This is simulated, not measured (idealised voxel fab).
Module name: voxel lift off (process module)
The cross-section shown here is cut; it is 165 nm wide and divided into square cells measuring 5 nm on a side.
Cross-section format: a grid of square cells, given as bands from top to bottom; each band is one or more rows of cells. Per band: top height and bottom height in nm, followed by the left-to-right materials and their widths in nm; "all across" marks a single material spanning edge to edge, "blank" marks empty space. Heights are expressed relative to 0, this being the level below which the as-received wafer comprises one material exclusively. The lowest band is unbounded in the downward direction and is denoted as in "0 nm and below". Width: "30->40" (first number = top row, second number = bottom row, same change from row to row of cells). A step reported as "no change occurred" is a step in which no cell of the cross-section changed. Enclosed voids (no open way to top), threshold 8 cells or more, entry "closed voids", notation width x height at distance, distance from left edge, nm. On a step's line, text after the settings is the simulator commenting on that step. A step line may carry the setting "overlay nm", which, for steps involving a mask, states the distance by which the mask lay to the right of its intended position; negative values denote displacement to the left.
-- List of planned process steps
| 1 | RECEIVE,material Si |
| 2 | CONFORMAL_DEP,material Al2O3,thk nm 5 |
| 3 | PATTERN,tone open,mask id LINES,material resist,width nm 30,pitch nm 45,thk nm 15,overlay nm -5 |
| 4 | DIRECTIONAL_DEP,material Ru,thk nm 5 |
| 5 | STRIP,etch materials resist |
| 6 | CONFORMAL_DEP,material SiN,thk nm 5 |
The wafers in this document start out alike and differ in the overlay nm applied at step 3; the plan shows the value used for the first wafer.
-- Cut through the first of several wafers as received, post step 1
* 0 nm and below = Si all across
* closed voids: none
-- First of several wafers, sectioned at end of module (last step: step 6)
* 15 nm to 10 nm = blank=10, SiN=40, blank=5, SiN=40, blank=5, SiN=40, blank=25
* 10 nm to 5 nm = SiN=15, Ru=30, SiN=15, Ru=30, SiN=15, Ru=30, SiN=30
* 5 nm to 0 nm = Al2O3 all across
* 0 nm and below = Si all across
* closed voids: none
-- Cross-section, module end, final of several wafers
* 15 nm to 10 nm = blank=25, SiN=40, blank=5, SiN=40, blank=5, SiN=40, blank=10
* 10 nm to 5 nm = SiN=30, Ru=30, SiN=15, Ru=30, SiN=15, Ru=30, SiN=15
* 5 nm to 0 nm = Al2O3 all across
* 0 nm and below = Si all across
* closed voids: none
-- So in this table every wafer gets its own row, and what you see is where it stands at the end of the module: for each material, how many cells it picked up (+) or gave up (-) since we received it, and after that its closed voids
overlay nm -5, +33 Al2O3, +18 Ru, +39 SiN, closed voids: none
overlay nm 0, +33 Al2O3, +18 Ru, +39 SiN, closed voids: none
overlay nm 5, +33 Al2O3, +18 Ru, +39 SiN, closed voids: none
overlay nm 10, +33 Al2O3, +18 Ru, +39 SiN, closed voids: none
